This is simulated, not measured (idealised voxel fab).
process module | voxel double patterning
cross-section cut | 200 nm wide | cells 5 nm
A cross-section is a grid of square cells, given in bands from the top down. A band is one or more rows of cells.
Each band's line starts with the height of the band's top and of its bottom, in nm. Then come its materials from left to right, each with its width in nm. One material with "throughout" fills the band from edge to edge. "air" is empty space.
Height 0 is the level under which the wafer as received is all one material. The lowest band goes on downwards, as in "0 down".
A width such as "30 to 40" changes by the same amount from each row of cells to the next, from the band's top row to its bottom row.
"no change" after a step means that no cell of the cross-section changed.
closed voids: empty space of 8 cells or more with no open way to the top, each as width x height at its distance from the left edge, in nm
after a step's settings: what the simulator itself notes on the step
overlay nm, on a step with a mask: how far to the right of its planned place the mask lay; to the left if negative
plan
1 op RECEIVE | material Si
2 op CONFORMAL_DEP | material SiO2 | thk nm 10
3 op DIRECTIONAL_DEP | material W | thk nm 10
4 op DIRECTIONAL_DEP | material SiN | thk nm 10
5 op MASKED_ETCH | tone open | mask id FIRST | width nm 15 | pitch nm 50 | etch materials SiN | depth nm 10 | overlay nm 0
6 op MASKED_ETCH | tone open | mask id SECOND | width nm 15 | etch materials SiN | depth nm 10 | overlay nm 0
7 op DIRECTIONAL_ETCH | etch materials W | depth nm 10
8 op STRIP | etch materials SiN
first wafer, as planned
as received, after step 1
  0 down: Si throughout
  closed voids: none
after step 2
  10 to 0: SiO2 throughout
  below 0: unchanged
after step 3
  20 to 10: W throughout
  below 10: unchanged
after step 4
  30 to 20: SiN throughout
  below 20: unchanged
after step 5
  30 to 20: SiN 65 | air 15 | SiN 35 | air 15 | SiN 70
  below 20: unchanged
after step 6
  30 to 20: SiN 65 | air 15 | SiN 10 | air 15 | SiN 10 | air 15 | SiN 70
  below 20: unchanged
after step 7
  30 to 20: SiN 65 | air 15 | SiN 10 | air 15 | SiN 10 | air 15 | SiN 70
  20 to 10: W 65 | air 15 | W 10 | air 15 | W 10 | air 15 | W 70
  below 10: unchanged
after step 8
  20 to 10: W 65 | air 15 | W 10 | air 15 | W 10 | air 15 | W 70
  below 10: unchanged
second wafer: like start, like plan, one mistake. Through step 5 it matches the first wafer
when step 6 should have ended
  30 to 20: SiN 65 | air 15 | SiN 10 | air 20 | SiN 5 | air 15 | SiN 70
  below 20: unchanged
when step 7 should have ended
  30 to 20: SiN 65 | air 15 | SiN 10 | air 20 | SiN 5 | air 15 | SiN 70
  20 to 10: W 65 | air 15 | W 10 | air 20 | W 5 | air 15 | W 70
  below 10: unchanged
when step 8 should have ended
  20 to 10: W 65 | air 15 | W 10 | air 20 | W 5 | air 15 | W 70
  below 10: unchanged
what went wrong: step 6 ran as: op MASKED_ETCH | tone open | mask id SECOND | width nm 20 | etch materials SiN | depth nm 10 | overlay nm 0
at the end the second wafer has, in cells: 2 fewer of W
